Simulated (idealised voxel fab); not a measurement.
The process module that follows is named voxel capacitor over wiring.
Section shown: cut. Width: 290 nm. Cell size: 5 nm, square.
A cross-section in this document is a grid of square cells, and it is written down as bands, the top band listed before the ones below it; a band is made up of one or more rows of cells. For a band, the entry starts with two heights in nm, that of the top and then that of the bottom, and carries on with the band's materials in order from left to right, each alongside its width in nm; the word "edge to edge" beside a single material means it fills the band edge to edge, and "air" means empty space. Below 0: as-received wafer, all one material; heights counted from there. Lowest band: no bottom, goes on down, written "0 and below". A width given as "30..40" starts at the first number in the band's top row and ends at the second number in its bottom row, shifting by an equal amount at every step from row to row. The designation "changes: none", where it is given for a processing step, indicates that no cell of the cross-section was altered in the course of that step. Voids not open to the top, 8 cells minimum: see "Unvented cavities". Written width x height at distance; distance is from the left edge; nm. The remark found on a step's line after its settings is issued by the simulator itself and pertains to that step. If you see "overlay nm" on a step's line and that step has a mask, it's telling you how far right of where it was planned the mask ended up; a negative number means it went left instead. Quick note on how to read the rest: it's all pairs. You get the cross-section before a process step and the one after, but the after one only goes down as far as the lowest band that changed. The step in between, with its settings, sits under the pair. Heads up, the pairs can come from different runs of this module on the same starting wafer, so don't assume a pair picks up from the one above unless its "Before this step" entry says it does.

## Before this step
	55 down to 40 = 95 resist  20 air  55 resist  20 air  100 resist
	40 down to 5 = SiO2 edge to edge
	5 down to 0 = SiN edge to edge
	0 and below = Si edge to edge
	Unvented cavities: none

## Resulting Structure
	55 down to 40 = 95 resist  20 air  55 resist  20 air  100 resist
	40 down to 15 = 95 SiO2  20 air  55 SiO2  20 air  100 SiO2
	Nothing below the height 15 has changed.
	Unvented cavities: none
The two cross-sections above are separated by a single process step, namely DIRECTIONAL_ETCH | etch materials SiO2 | depth nm 25

Before this step: this step begins from the cross-section that the pair just above shows after its step.

## Resulting Structure
	40 down to 15 = 95 SiO2  20 air  55 SiO2  20 air  100 SiO2
	Nothing below the height 15 has changed.
	Unvented cavities: none
The two cross-sections above are separated by a single process step, namely STRIP | etch materials resist

Before this step: this step begins from the cross-section that the pair just above shows after its step.

## Resulting Structure
	45 down to 40 = 100 TiN  10 air  65 TiN  10 air  105 TiN
	40 down to 20 = 95 SiO2  5 TiN  10 air  5 TiN  55 SiO2  5 TiN  10 air  5 TiN  100 SiO2
	20 down to 15 = 95 SiO2  20 TiN  55 SiO2  20 TiN  100 SiO2
	Nothing below the height 15 has changed.
	Unvented cavities: none
The two cross-sections above are separated by a single process step, namely CONFORMAL_DEP | material TiN | thk nm 5

Before this step: this step begins from the cross-section that the pair just above shows after its step.

## Resulting Structure
	50 down to 45 = Cu edge to edge
	45 down to 40 = 100 TiN  10 Cu  65 TiN  10 Cu  105 TiN
	40 down to 20 = 95 SiO2  5 TiN  10 Cu  5 TiN  55 SiO2  5 TiN  10 Cu  5 TiN  100 SiO2
	Nothing below the height 20 has changed.
	Unvented cavities: none
The two cross-sections above are separated by a single process step, namely FILL_DEP | material Cu | thk nm 5

Before this step: this step begins from the cross-section that the pair just above shows after its step.

## Resulting Structure
	40 down to 20 = 95 SiO2  5 TiN  10 Cu  5 TiN  55 SiO2  5 TiN  10 Cu  5 TiN  100 SiO2
	Nothing below the height 20 has changed.
	Unvented cavities: none
The two cross-sections above are separated by a single process step, namely CMP | height nm 40

Before this step: this step begins from the cross-section that the pair just above shows after its step.

## Resulting Structure
	45 down to 40 = SiCN edge to edge
	Nothing below the height 40 has changed.
	Unvented cavities: none
The two cross-sections above are separated by a single process step, namely CONFORMAL_DEP | material SiCN | thk nm 5

Before this step: this step begins from the cross-section that the pair just above shows after its step.

## Resulting Structure
	60 down to 45 = SiO2 edge to edge
	Nothing below the height 45 has changed.
	Unvented cavities: none
The two cross-sections above are separated by a single process step, namely DIRECTIONAL_DEP | material SiO2 | thk nm 15

Before this step: this step begins from the cross-section that the pair just above shows after its step.

## Resulting Structure
	75 down to 60 = aC edge to edge
	Nothing below the height 60 has changed.
	Unvented cavities: none
The two cross-sections above are separated by a single process step, namely DIRECTIONAL_DEP | material aC | thk nm 15

Before this step: this step begins from the cross-section that the pair just above shows after its step.

## Resulting Structure
	110 down to 75 = 100 resist  15 air  175 resist
	Nothing below the height 75 has changed.
	Unvented cavities: none
The two cross-sections above are separated by a single process step, namely PATTERN | tone open | mask id PLUG_1 | material resist | width nm 15 | thk nm 35 | overlay nm 0

Before this step: this step begins from the cross-section that the pair just above shows after its step.

## Resulting Structure
	95 down to 75 = 100 resist  15 air  175 resist
	75 down to 60 = 100 aC  15 air  175 aC
	Nothing below the height 60 has changed.
	Unvented cavities: none
The two cross-sections above are separated by a single process step, namely DIRECTIONAL_ETCH | etch materials aC | depth nm 15

Before this step: this step begins from the cross-section that the pair just above shows after its step.

## Resulting Structure
	75 down to 60 = 100 aC  15 air  175 aC
	Nothing below the height 60 has changed.
	Unvented cavities: none
The two cross-sections above are separated by a single process step, namely STRIP | etch materials resist

Before this step: this step begins from the cross-section that the pair just above shows after its step.

## Resulting Structure
	75 down to 60 = 100 aC  15 air  175 aC
	60 down to 45 = 100 SiO2  15 air  175 SiO2
	Nothing below the height 45 has changed.
	Unvented cavities: none
The two cross-sections above are separated by a single process step, namely DIRECTIONAL_ETCH | etch materials SiO2 | depth nm 15

Before this step: this step begins from the cross-section that the pair just above shows after its step.

## Resulting Structure
	75 down to 60 = 100 aC  15 air  175 aC
	60 down to 45 = 100 SiO2  15 air  175 SiO2
	45 down to 40 = 100 SiCN  15 air  175 SiCN
	Nothing below the height 40 has changed.
	Unvented cavities: none
The two cross-sections above are separated by a single process step, namely DIRECTIONAL_ETCH | etch materials SiCN | depth nm 5

Before this step: this step begins from the cross-section that the pair just above shows after its step.

## Resulting Structure
	60 down to 45 = 100 SiO2  15 air  175 SiO2
	Nothing below the height 45 has changed.
	Unvented cavities: none
The two cross-sections above are separated by a single process step, namely STRIP | etch materials aC

Before this step: this step begins from the cross-section that the pair just above shows after its step.

## Resulting Structure
	60 down to 50 = 100 SiO2  15 air  175 SiO2
	50 down to 45 = 100 SiO2  15 Ru  175 SiO2
	45 down to 40 = 100 SiCN  15 Ru  175 SiCN
	Nothing below the height 40 has changed.
	Unvented cavities: none
The two cross-sections above are separated by a single process step, namely EPI | material Ru | thk nm 10

Before this step: this step begins from the cross-section that the pair just above shows after its step.

## Resulting Structure
	60 down to 45 = 100 SiO2  15 Ru  175 SiO2
	Nothing below the height 45 has changed.
	Unvented cavities: none
The two cross-sections above are separated by a single process step, namely EPI | material Ru | thk nm 10

Before this step: this step begins from the cross-section that the pair just above shows after its step.

## Resulting Structure
	65 down to 60 = TiN edge to edge
	Nothing below the height 60 has changed.
	Unvented cavities: none
The two cross-sections above are separated by a single process step, namely DIRECTIONAL_DEP | material TiN | thk nm 5

Before this step: this step begins from the cross-section that the pair just above shows after its step.

## Resulting Structure
	70 down to 65 = Al2O3 edge to edge
	Nothing below the height 65 has changed.
	Unvented cavities: none
The two cross-sections above are separated by a single process step, namely DIRECTIONAL_DEP | material Al2O3 | thk nm 5

Before this step: this step begins from the cross-section that the pair just above shows after its step.

## Resulting Structure
	75 down to 70 = TiN edge to edge
	Nothing below the height 70 has changed.
	Unvented cavities: none
The two cross-sections above are separated by a single process step, namely DIRECTIONAL_DEP | material TiN | thk nm 5

Before this step: this step begins from the cross-section that the pair just above shows after its step.

## Resulting Structure
	75 down to 70 = 100 air  60 TiN  130 air
	Nothing below the height 70 has changed.
	Unvented cavities: none
The two cross-sections above are separated by a single process step, namely MASKED_ETCH | tone cover | mask id UPPER_PLATE | width nm 60 | etch materials TiN | depth nm 5 | overlay nm 0

Before this step: this step begins from the cross-section that the pair just above shows after its step.

## Resulting Structure
	75 down to 70 = 100 air  60 TiN  130 air
	70 down to 65 = 100 air  60 Al2O3  130 air
	Nothing below the height 65 has changed.
	Unvented cavities: none
The two cross-sections above are separated by a single process step, namely MASKED_ETCH | tone cover | mask id UPPER_PLATE | width nm 60 | etch materials Al2O3 | depth nm 5 | overlay nm 0

Before this step: this step begins from the cross-section that the pair just above shows after its step.

## Resulting Structure
	75 down to 70 = 100 air  60 TiN  130 air
	70 down to 65 = 100 air  60 Al2O3  130 air
	65 down to 60 = 95 air  70 TiN  125 air
	Nothing below the height 60 has changed.
	Unvented cavities: none
The two cross-sections above are separated by a single process step, namely MASKED_ETCH | tone cover | mask id LOWER_PLATE | width nm 70 | etch materials TiN | depth nm 5 | overlay nm 0

Before this step: this step begins from the cross-section that the pair just above shows after its step.

## Resulting Structure
	90 down to 75 = SiO2 edge to edge
	75 down to 70 = 100 SiO2  60 TiN  130 SiO2
	70 down to 65 = 100 SiO2  60 Al2O3  130 SiO2
	65 down to 60 = 95 SiO2  70 TiN  125 SiO2
	Nothing below the height 60 has changed.
	Unvented cavities: none
The two cross-sections above are separated by a single process step, namely FILL_DEP | material SiO2 | thk nm 15

Before this step: this step begins from the cross-section that the pair just above shows after its step.

## Resulting Structure
	85 down to 75 = SiO2 edge to edge
	Nothing below the height 75 has changed.
	Unvented cavities: none
The two cross-sections above are separated by a single process step, namely CMP | height nm 85

Before this step: this step begins from the cross-section that the pair just above shows after its step.

## Resulting Structure
	105 down to 85 = 110 resist  15 air  165 resist
	Nothing below the height 85 has changed.
	Unvented cavities: none
The two cross-sections above are separated by a single process step, namely PATTERN | tone open | mask id PLUG_2 | material resist | width nm 15 | thk nm 20 | overlay nm 0

Before this step: this step begins from the cross-section that the pair just above shows after its step.

## Resulting Structure
	105 down to 85 = 110 resist  15 air  165 resist
	85 down to 75 = 110 SiO2  15 air  165 SiO2
	Nothing below the height 75 has changed.
	Unvented cavities: none
The two cross-sections above are separated by a single process step, namely DIRECTIONAL_ETCH | etch materials SiO2 | depth nm 10

Before this step: this step begins from the cross-section that the pair just above shows after its step.

## Resulting Structure
	85 down to 75 = 110 SiO2  15 air  165 SiO2
	Nothing below the height 75 has changed.
	Unvented cavities: none
The two cross-sections above are separated by a single process step, namely STRIP | etch materials resist

Before this step: this step begins from the cross-section that the pair just above shows after its step.

## Resulting Structure
	90 down to 85 = 115 TiN  5 air  170 TiN
	85 down to 80 = 110 SiO2  5 TiN  5 air  5 TiN  165 SiO2
	80 down to 70 = 110..100 SiO2  15..60 TiN  165..130 SiO2
	Nothing below the height 70 has changed.
	Unvented cavities: none
The two cross-sections above are separated by a single process step, namely CONFORMAL_DEP | material TiN | thk nm 5

Before this step: this step begins from the cross-section that the pair just above shows after its step.

## Resulting Structure
	95 down to 90 = Ru edge to edge
	90 down to 85 = 115 TiN  5 Ru  170 TiN
	85 down to 80 = 110 SiO2  5 TiN  5 Ru  5 TiN  165 SiO2
	Nothing below the height 80 has changed.
	Unvented cavities: none
The two cross-sections above are separated by a single process step, namely FILL_DEP | material Ru | thk nm 5

Before this step: this step begins from the cross-section that the pair just above shows after its step.

## Resulting Structure
	85 down to 80 = 110 SiO2  5 TiN  5 Ru  5 TiN  165 SiO2
	Nothing below the height 80 has changed.
	Unvented cavities: none
The two cross-sections above are separated by a single process step, namely CMP | height nm 85

Before this step: this step begins from the cross-section that the pair just above shows after its step.

## Resulting Structure
	90 down to 85 = SiCN edge to edge
	Nothing below the height 85 has changed.
	Unvented cavities: none
The two cross-sections above are separated by a single process step, namely CONFORMAL_DEP | material SiCN | thk nm 5

## Before this step
	15 down to 10 = SiN edge to edge
	10 down to 0 = SiO2 edge to edge
	0 and below = Si edge to edge
	Unvented cavities: none

## Resulting Structure
	35 down to 15 = SiO2 edge to edge
	Nothing below the height 15 has changed.
	Unvented cavities: none
The two cross-sections above are separated by a single process step, namely DIRECTIONAL_DEP | material SiO2 | thk nm 20

Before this step: this step begins from the cross-section that the pair just above shows after its step.

## Resulting Structure
	50 down to 35 = 95 resist  20 air  55 resist  20 air  100 resist
	Nothing below the height 35 has changed.
	Unvented cavities: none
The two cross-sections above are separated by a single process step, namely PATTERN | tone open | mask id METAL_1 | material resist | width nm 20 | pitch nm 75 | thk nm 15 | overlay nm 0

Before this step: this step begins from the cross-section that the pair just above shows after its step.

## Resulting Structure
	50 down to 35 = 95 resist  20 air  55 resist  20 air  100 resist
	35 down to 15 = 95 SiO2  20 air  55 SiO2  20 air  100 SiO2
	Nothing below the height 15 has changed.
	Unvented cavities: none
The two cross-sections above are separated by a single process step, namely DIRECTIONAL_ETCH | etch materials SiO2 | depth nm 25

Before this step: this step begins from the cross-section that the pair just above shows after its step.

## Resulting Structure
	50 down to 35 = 95 resist  20 air  55 resist  20 air  100 resist
	35 down to 15 = 95 SiO2  20 air  55 SiO2  20 air  100 SiO2
	15 down to 10 = 95 SiN  20 air  55 SiN  20 air  100 SiN
	Nothing below the height 10 has changed.
	Unvented cavities: none
The two cross-sections above are separated by a single process step, namely DIRECTIONAL_ETCH | etch materials SiN | depth nm 5

Before this step: this step begins from the cross-section that the pair just above shows after its step.

## Resulting Structure
	35 down to 15 = 95 SiO2  20 air  55 SiO2  20 air  100 SiO2
	Nothing below the height 15 has changed.
	Unvented cavities: none
The two cross-sections above are separated by a single process step, namely STRIP | etch materials resist

Before this step: this step begins from the cross-section that the pair just above shows after its step.

## Resulting Structure
	40 down to 35 = 100 TiN  10 air  65 TiN  10 air  105 TiN
	35 down to 15 = 95 SiO2  5 TiN  10 air  5 TiN  55 SiO2  5 TiN  10 air  5 TiN  100 SiO2
	15 down to 10 = 95 SiN  20 TiN  55 SiN  20 TiN  100 SiN
	Nothing below the height 10 has changed.
	Unvented cavities: none
The two cross-sections above are separated by a single process step, namely CONFORMAL_DEP | material TiN | thk nm 5

Before this step: this step begins from the cross-section that the pair just above shows after its step.

## Resulting Structure
	45 down to 40 = Cu edge to edge
	40 down to 35 = 100 TiN  10 Cu  65 TiN  10 Cu  105 TiN
	35 down to 15 = 95 SiO2  5 TiN  10 Cu  5 TiN  55 SiO2  5 TiN  10 Cu  5 TiN  100 SiO2
	Nothing below the height 15 has changed.
	Unvented cavities: none
The two cross-sections above are separated by a single process step, namely FILL_DEP | material Cu | thk nm 5

Before this step: this step begins from the cross-section that the pair just above shows after its step.

## Resulting Structure
	40 down to 35 = 100 TiN  10 Cu  65 TiN  10 Cu  105 TiN
	Nothing below the height 35 has changed.
	Unvented cavities: none
The two cross-sections above are separated by a single process step, namely CMP | height nm 40

Before this step: this step begins from the cross-section that the pair just above shows after its step.

## Resulting Structure
	45 down to 40 = SiCN edge to edge
	Nothing below the height 40 has changed.
	Unvented cavities: none
The two cross-sections above are separated by a single process step, namely CONFORMAL_DEP | material SiCN | thk nm 5

Before this step: this step begins from the cross-section that the pair just above shows after its step.

## Resulting Structure
	60 down to 45 = SiO2 edge to edge
	Nothing below the height 45 has changed.
	Unvented cavities: none
The two cross-sections above are separated by a single process step, namely DIRECTIONAL_DEP | material SiO2 | thk nm 15

Before this step: this step begins from the cross-section that the pair just above shows after its step.

## Resulting Structure
	75 down to 60 = aC edge to edge
	Nothing below the height 60 has changed.
	Unvented cavities: none
The two cross-sections above are separated by a single process step, namely DIRECTIONAL_DEP | material aC | thk nm 15

Before this step: this step begins from the cross-section that the pair just above shows after its step.

## Resulting Structure
	110 down to 75 = 100 resist  15 air  175 resist
	Nothing below the height 75 has changed.
	Unvented cavities: none
The two cross-sections above are separated by a single process step, namely PATTERN | tone open | mask id PLUG_1 | material resist | width nm 15 | thk nm 35 | overlay nm 0

Before this step: this step begins from the cross-section that the pair just above shows after its step.

## Resulting Structure
	95 down to 75 = 100 resist  15 air  175 resist
	75 down to 60 = 100 aC  15 air  175 aC
	Nothing below the height 60 has changed.
	Unvented cavities: none
The two cross-sections above are separated by a single process step, namely DIRECTIONAL_ETCH | etch materials aC | depth nm 15

Before this step: this step begins from the cross-section that the pair just above shows after its step.

## Resulting Structure
	75 down to 60 = 100 aC  15 air  175 aC
	Nothing below the height 60 has changed.
	Unvented cavities: none
The two cross-sections above are separated by a single process step, namely STRIP | etch materials resist

Before this step: this step begins from the cross-section that the pair just above shows after its step.

## Resulting Structure
	75 down to 60 = 100 aC  15 air  175 aC
	60 down to 45 = 100 SiO2  15 air  175 SiO2
	Nothing below the height 45 has changed.
	Unvented cavities: none
The two cross-sections above are separated by a single process step, namely DIRECTIONAL_ETCH | etch materials SiO2 | depth nm 15

Before this step: this step begins from the cross-section that the pair just above shows after its step.

## Resulting Structure
	75 down to 60 = 100 aC  15 air  175 aC
	60 down to 45 = 100 SiO2  15 air  175 SiO2
	45 down to 40 = 100 SiCN  15 air  175 SiCN
	Nothing below the height 40 has changed.
	Unvented cavities: none
The two cross-sections above are separated by a single process step, namely DIRECTIONAL_ETCH | etch materials SiCN | depth nm 5

Before this step: this step begins from the cross-section that the pair just above shows after its step.

## Resulting Structure
	60 down to 45 = 100 SiO2  15 air  175 SiO2
	Nothing below the height 45 has changed.
	Unvented cavities: none
The two cross-sections above are separated by a single process step, namely STRIP | etch materials aC

Before this step: this step begins from the cross-section that the pair just above shows after its step.

## Resulting Structure
	60 down to 50 = 100 SiO2  15 air  175 SiO2
	50 down to 45 = 100 SiO2  15 Ru  175 SiO2
	45 down to 40 = 100 SiCN  15 Ru  175 SiCN
	Nothing below the height 40 has changed.
	Unvented cavities: none
The two cross-sections above are separated by a single process step, namely EPI | material Ru | thk nm 10

Before this step: this step begins from the cross-section that the pair just above shows after its step.

## Resulting Structure
	60 down to 45 = 100 SiO2  15 Ru  175 SiO2
	Nothing below the height 45 has changed.
	Unvented cavities: none
The two cross-sections above are separated by a single process step, namely EPI | material Ru | thk nm 10

Before this step: this step begins from the cross-section that the pair just above shows after its step.

## Resulting Structure
	65 down to 60 = TiN edge to edge
	Nothing below the height 60 has changed.
	Unvented cavities: none
The two cross-sections above are separated by a single process step, namely DIRECTIONAL_DEP | material TiN | thk nm 5

Before this step: this step begins from the cross-section that the pair just above shows after its step.

## Resulting Structure
	70 down to 65 = Al2O3 edge to edge
	Nothing below the height 65 has changed.
	Unvented cavities: none
The two cross-sections above are separated by a single process step, namely DIRECTIONAL_DEP | material Al2O3 | thk nm 5

Before this step: this step begins from the cross-section that the pair just above shows after its step.

## Resulting Structure
	75 down to 70 = TiN edge to edge
	Nothing below the height 70 has changed.
	Unvented cavities: none
The two cross-sections above are separated by a single process step, namely DIRECTIONAL_DEP | material TiN | thk nm 5

Before this step: this step begins from the cross-section that the pair just above shows after its step.

## Resulting Structure
	75 down to 70 = 100 air  60 TiN  130 air
	Nothing below the height 70 has changed.
	Unvented cavities: none
The two cross-sections above are separated by a single process step, namely MASKED_ETCH | tone cover | mask id UPPER_PLATE | width nm 60 | etch materials TiN | depth nm 5 | overlay nm 0

Before this step: this step begins from the cross-section that the pair just above shows after its step.

## Resulting Structure
	75 down to 70 = 100 air  60 TiN  130 air
	70 down to 65 = 100 air  60 Al2O3  130 air
	Nothing below the height 65 has changed.
	Unvented cavities: none
The two cross-sections above are separated by a single process step, namely MASKED_ETCH | tone cover | mask id UPPER_PLATE | width nm 60 | etch materials Al2O3 | depth nm 5 | overlay nm 0

Before this step: this step begins from the cross-section that the pair just above shows after its step.

## Resulting Structure
	75 down to 70 = 100 air  60 TiN  130 air
	70 down to 65 = 100 air  60 Al2O3  130 air
	65 down to 60 = 95 air  70 TiN  125 air
	Nothing below the height 60 has changed.
	Unvented cavities: none
The two cross-sections above are separated by a single process step, namely MASKED_ETCH | tone cover | mask id LOWER_PLATE | width nm 70 | etch materials TiN | depth nm 5 | overlay nm 0

Before this step: this step begins from the cross-section that the pair just above shows after its step.

## Resulting Structure
	90 down to 75 = SiO2 edge to edge
	75 down to 70 = 100 SiO2  60 TiN  130 SiO2
	70 down to 65 = 100 SiO2  60 Al2O3  130 SiO2
	65 down to 60 = 95 SiO2  70 TiN  125 SiO2
	Nothing below the height 60 has changed.
	Unvented cavities: none
The two cross-sections above are separated by a single process step, namely FILL_DEP | material SiO2 | thk nm 15

Before this step: this step begins from the cross-section that the pair just above shows after its step.

## Resulting Structure
	85 down to 75 = SiO2 edge to edge
	Nothing below the height 75 has changed.
	Unvented cavities: none
The two cross-sections above are separated by a single process step, namely CMP | height nm 85

Before this step: this step begins from the cross-section that the pair just above shows after its step.

## Resulting Structure
	105 down to 85 = 110 resist  15 air  165 resist
	Nothing below the height 85 has changed.
	Unvented cavities: none
The two cross-sections above are separated by a single process step, namely PATTERN | tone open | mask id PLUG_2 | material resist | width nm 15 | thk nm 20 | overlay nm 0

Before this step: this step begins from the cross-section that the pair just above shows after its step.

## Resulting Structure
	105 down to 85 = 110 resist  15 air  165 resist
	85 down to 75 = 110 SiO2  15 air  165 SiO2
	Nothing below the height 75 has changed.
	Unvented cavities: none
The two cross-sections above are separated by a single process step, namely DIRECTIONAL_ETCH | etch materials SiO2 | depth nm 10

Before this step: this step begins from the cross-section that the pair just above shows after its step.

## Resulting Structure
	85 down to 75 = 110 SiO2  15 air  165 SiO2
	Nothing below the height 75 has changed.
	Unvented cavities: none
The two cross-sections above are separated by a single process step, namely STRIP | etch materials resist

Before this step: this step begins from the cross-section that the pair just above shows after its step.

## Resulting Structure
	90 down to 85 = 115 TiN  5 air  170 TiN
	85 down to 80 = 110 SiO2  5 TiN  5 air  5 TiN  165 SiO2
	80 down to 70 = 110..100 SiO2  15..60 TiN  165..130 SiO2
	Nothing below the height 70 has changed.
	Unvented cavities: none
The two cross-sections above are separated by a single process step, namely CONFORMAL_DEP | material TiN | thk nm 5

Before this step: this step begins from the cross-section that the pair just above shows after its step.

## Resulting Structure
	95 down to 90 = Ru edge to edge
	90 down to 85 = 115 TiN  5 Ru  170 TiN
	85 down to 80 = 110 SiO2  5 TiN  5 Ru  5 TiN  165 SiO2
	Nothing below the height 80 has changed.
	Unvented cavities: none
The two cross-sections above are separated by a single process step, namely FILL_DEP | material Ru | thk nm 5

Before this step: this step begins from the cross-section that the pair just above shows after its step.

## Resulting Structure
	85 down to 80 = 110 SiO2  5 TiN  5 Ru  5 TiN  165 SiO2
	Nothing below the height 80 has changed.
	Unvented cavities: none
The two cross-sections above are separated by a single process step, namely CMP | height nm 85

Before this step: this step begins from the cross-section that the pair just above shows after its step.

## Resulting Structure
	90 down to 85 = SiCN edge to edge
	Nothing below the height 85 has changed.
	Unvented cavities: none
The two cross-sections above are separated by a single process step, namely CONFORMAL_DEP | material SiCN | thk nm 5

## Before this step
	40 down to 15 = SiO2 edge to edge
	15 down to 10 = SiN edge to edge
	10 down to 0 = SiO2 edge to edge
	0 and below = Si edge to edge
	Unvented cavities: none

## Resulting Structure
	55 down to 40 = 95 resist  25 air  50 resist  25 air  95 resist
	Nothing below the height 40 has changed.
	Unvented cavities: none
The two cross-sections above are separated by a single process step, namely PATTERN | tone open | mask id METAL_1 | material resist | width nm 25 | pitch nm 75 | thk nm 15 | overlay nm 0

Before this step: this step begins from the cross-section that the pair just above shows after its step.

## Resulting Structure
	55 down to 40 = 95 resist  25 air  50 resist  25 air  95 resist
	40 down to 15 = 95 SiO2  25 air  50 SiO2  25 air  95 SiO2
	Nothing below the height 15 has changed.
	Unvented cavities: none
The two cross-sections above are separated by a single process step, namely DIRECTIONAL_ETCH | etch materials SiO2 | depth nm 25

Before this step: this step begins from the cross-section that the pair just above shows after its step.

## Resulting Structure
	55 down to 40 = 95 resist  25 air  50 resist  25 air  95 resist
	40 down to 15 = 95 SiO2  25 air  50 SiO2  25 air  95 SiO2
	15 down to 10 = 95 SiN  25 air  50 SiN  25 air  95 SiN
	Nothing below the height 10 has changed.
	Unvented cavities: none
The two cross-sections above are separated by a single process step, namely DIRECTIONAL_ETCH | etch materials SiN | depth nm 5

Before this step: this step begins from the cross-section that the pair just above shows after its step.

## Resulting Structure
	40 down to 15 = 95 SiO2  25 air  50 SiO2  25 air  95 SiO2
	Nothing below the height 15 has changed.
	Unvented cavities: none
The two cross-sections above are separated by a single process step, namely STRIP | etch materials resist

Before this step: this step begins from the cross-section that the pair just above shows after its step.

## Resulting Structure
	45 down to 40 = 100 TiN  15 air  60 TiN  15 air  100 TiN
	40 down to 15 = 95 SiO2  5 TiN  15 air  5 TiN  50 SiO2  5 TiN  15 air  5 TiN  95 SiO2
	15 down to 10 = 95 SiN  25 TiN  50 SiN  25 TiN  95 SiN
	Nothing below the height 10 has changed.
	Unvented cavities: none
The two cross-sections above are separated by a single process step, namely CONFORMAL_DEP | material TiN | thk nm 5

Before this step: this step begins from the cross-section that the pair just above shows after its step.

## Resulting Structure
	50 down to 45 = Cu edge to edge
	45 down to 40 = 100 TiN  15 Cu  60 TiN  15 Cu  100 TiN
	40 down to 15 = 95 SiO2  5 TiN  15 Cu  5 TiN  50 SiO2  5 TiN  15 Cu  5 TiN  95 SiO2
	Nothing below the height 15 has changed.
	Unvented cavities: none
The two cross-sections above are separated by a single process step, namely FILL_DEP | material Cu | thk nm 5

Before this step: this step begins from the cross-section that the pair just above shows after its step.

## Resulting Structure
	40 down to 15 = 95 SiO2  5 TiN  15 Cu  5 TiN  50 SiO2  5 TiN  15 Cu  5 TiN  95 SiO2
	Nothing below the height 15 has changed.
	Unvented cavities: none
The two cross-sections above are separated by a single process step, namely CMP | height nm 40

Before this step: this step begins from the cross-section that the pair just above shows after its step.

## Resulting Structure
	45 down to 40 = SiCN edge to edge
	Nothing below the height 40 has changed.
	Unvented cavities: none
The two cross-sections above are separated by a single process step, namely CONFORMAL_DEP | material SiCN | thk nm 5

Before this step: this step begins from the cross-section that the pair just above shows after its step.

## Resulting Structure
	60 down to 45 = SiO2 edge to edge
	Nothing below the height 45 has changed.
	Unvented cavities: none
The two cross-sections above are separated by a single process step, namely DIRECTIONAL_DEP | material SiO2 | thk nm 15

Before this step: this step begins from the cross-section that the pair just above shows after its step.

## Resulting Structure
	75 down to 60 = aC edge to edge
	Nothing below the height 60 has changed.
	Unvented cavities: none
The two cross-sections above are separated by a single process step, namely DIRECTIONAL_DEP | material aC | thk nm 15

Before this step: this step begins from the cross-section that the pair just above shows after its step.

## Resulting Structure
	110 down to 75 = 100 resist  15 air  175 resist
	Nothing below the height 75 has changed.
	Unvented cavities: none
The two cross-sections above are separated by a single process step, namely PATTERN | tone open | mask id PLUG_1 | material resist | width nm 15 | thk nm 35 | overlay nm 0

Before this step: this step begins from the cross-section that the pair just above shows after its step.

## Resulting Structure
	95 down to 75 = 100 resist  15 air  175 resist
	75 down to 60 = 100 aC  15 air  175 aC
	Nothing below the height 60 has changed.
	Unvented cavities: none
The two cross-sections above are separated by a single process step, namely DIRECTIONAL_ETCH | etch materials aC | depth nm 15

Before this step: this step begins from the cross-section that the pair just above shows after its step.

## Resulting Structure
	75 down to 60 = 100 aC  15 air  175 aC
	Nothing below the height 60 has changed.
	Unvented cavities: none
The two cross-sections above are separated by a single process step, namely STRIP | etch materials resist

Before this step: this step begins from the cross-section that the pair just above shows after its step.

## Resulting Structure
	75 down to 60 = 100 aC  15 air  175 aC
	60 down to 45 = 100 SiO2  15 air  175 SiO2
	Nothing below the height 45 has changed.
	Unvented cavities: none
The two cross-sections above are separated by a single process step, namely DIRECTIONAL_ETCH | etch materials SiO2 | depth nm 15

Before this step: this step begins from the cross-section that the pair just above shows after its step.

## Resulting Structure
	75 down to 60 = 100 aC  15 air  175 aC
	60 down to 45 = 100 SiO2  15 air  175 SiO2
	45 down to 40 = 100 SiCN  15 air  175 SiCN
	Nothing below the height 40 has changed.
	Unvented cavities: none
The two cross-sections above are separated by a single process step, namely DIRECTIONAL_ETCH | etch materials SiCN | depth nm 5

Before this step: this step begins from the cross-section that the pair just above shows after its step.

## Resulting Structure
	60 down to 45 = 100 SiO2  15 air  175 SiO2
	Nothing below the height 45 has changed.
	Unvented cavities: none
The two cross-sections above are separated by a single process step, namely STRIP | etch materials aC

Before this step: this step begins from the cross-section that the pair just above shows after its step.

## Resulting Structure
	60 down to 50 = 100 SiO2  15 air  175 SiO2
	50 down to 45 = 100 SiO2  15 Ru  175 SiO2
	45 down to 40 = 100 SiCN  15 Ru  175 SiCN
	Nothing below the height 40 has changed.
	Unvented cavities: none
The two cross-sections above are separated by a single process step, namely EPI | material Ru | thk nm 10

Before this step: this step begins from the cross-section that the pair just above shows after its step.

## Resulting Structure
	60 down to 45 = 100 SiO2  15 Ru  175 SiO2
	Nothing below the height 45 has changed.
	Unvented cavities: none
The two cross-sections above are separated by a single process step, namely EPI | material Ru | thk nm 10

Before this step: this step begins from the cross-section that the pair just above shows after its step.

## Resulting Structure
	65 down to 60 = TiN edge to edge
	Nothing below the height 60 has changed.
	Unvented cavities: none
The two cross-sections above are separated by a single process step, namely DIRECTIONAL_DEP | material TiN | thk nm 5

Before this step: this step begins from the cross-section that the pair just above shows after its step.

## Resulting Structure
	70 down to 65 = Al2O3 edge to edge
	Nothing below the height 65 has changed.
	Unvented cavities: none
The two cross-sections above are separated by a single process step, namely DIRECTIONAL_DEP | material Al2O3 | thk nm 5

Before this step: this step begins from the cross-section that the pair just above shows after its step.

## Resulting Structure
	75 down to 70 = TiN edge to edge
	Nothing below the height 70 has changed.
	Unvented cavities: none
The two cross-sections above are separated by a single process step, namely DIRECTIONAL_DEP | material TiN | thk nm 5

Before this step: this step begins from the cross-section that the pair just above shows after its step.

## Resulting Structure
	75 down to 70 = 100 air  60 TiN  130 air
	Nothing below the height 70 has changed.
	Unvented cavities: none
The two cross-sections above are separated by a single process step, namely MASKED_ETCH | tone cover | mask id UPPER_PLATE | width nm 60 | etch materials TiN | depth nm 5 | overlay nm 0

Before this step: this step begins from the cross-section that the pair just above shows after its step.

## Resulting Structure
	75 down to 70 = 100 air  60 TiN  130 air
	70 down to 65 = 100 air  60 Al2O3  130 air
	Nothing below the height 65 has changed.
	Unvented cavities: none
The two cross-sections above are separated by a single process step, namely MASKED_ETCH | tone cover | mask id UPPER_PLATE | width nm 60 | etch materials Al2O3 | depth nm 5 | overlay nm 0

Before this step: this step begins from the cross-section that the pair just above shows after its step.

## Resulting Structure
	75 down to 70 = 100 air  60 TiN  130 air
	70 down to 65 = 100 air  60 Al2O3  130 air
	65 down to 60 = 95 air  70 TiN  125 air
	Nothing below the height 60 has changed.
	Unvented cavities: none
The two cross-sections above are separated by a single process step, namely MASKED_ETCH | tone cover | mask id LOWER_PLATE | width nm 70 | etch materials TiN | depth nm 5 | overlay nm 0
